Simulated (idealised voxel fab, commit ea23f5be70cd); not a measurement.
Process module in this document: voxel released beams
This is section cut - it's 260 nm across, gridded in 5 nm square cells.
A cross-section in this document is a grid of square cells, and it is written down as bands, the top band listed before the ones below it; a band is made up of one or more rows of cells. The band entry comprises the height of the band's top followed by the height of its bottom, expressed in nm, and subsequently the band's materials from left to right, each stated together with its width in nm. Where a single material is marked with the word "everywhere", that material fills the band from edge to edge. The word "air" represents empty space. Ref level 0: as-received wafer is one material below here. Bottom band extends down with no lower bound ("0 down"). It should be noted that a width expressed as "30 to 40" varies in equal increments from row to row of cells within the band, taking the value of the first number at the top row and that of the second number at the bottom row. The cross-section has no changed cell in any step marked "nothing got changed". Heads up: "Enclosed cavities" only lists the empty pockets with no open path to the top that are 8 cells or more, and it writes them as width x height at distance, distance from the left edge, in nm. On each step's line, the part that comes after the settings is the simulator's own comment on the step. The setting "overlay nm" may be written on the line of a step. When the step uses a mask, the value reports how far to the right of the planned place the mask lay, and a negative value reports that it lay to the left.

# So here's the lineup of process steps we planned
1. RECEIVE with material Si
2. CONFORMAL_DEP with material SiN, thk nm 5
3. DIRECTIONAL_DEP with material SiO2, thk nm 20
4. DIRECTIONAL_DEP with material aC, thk nm 15
5. PATTERN with tone open, mask id ANCHOR, material resist, width nm 25, thk nm 30, overlay nm 0
6. DIRECTIONAL_ETCH with etch materials aC, depth nm 15
7. STRIP with etch materials resist
8. DIRECTIONAL_ETCH with etch materials SiO2, depth nm 20
9. STRIP with etch materials aC
10. CONFORMAL_DEP with material W, thk nm 10
11. PATTERN with tone cover, mask id BEAM, material resist, width nm 80, thk nm 15, overlay nm 0
12. DIRECTIONAL_ETCH with etch materials W, depth nm 10
13. STRIP with etch materials resist
14. STRIP with etch materials SiO2

# As-received wafer cross-section (after step 1)
	0 down | Si everywhere
	Enclosed cavities: none

# Result of the module, cross-sectioned: start per above, plan per above, one error in how it was run
	30 to 20 | 85 of air / 15 of W / 5 of air / 60 of W / 95 of air
	20 to 10 | 90 of air / 10 of W / 5 of air / 10 of W / 145 of air
	10 to 0 | 90 of air / 25 of W / 145 of air
	0 down | Si everywhere
	Enclosed cavities: none
What was the processing mistake? it should be noted that step 2 of the plan was omitted and was not performed
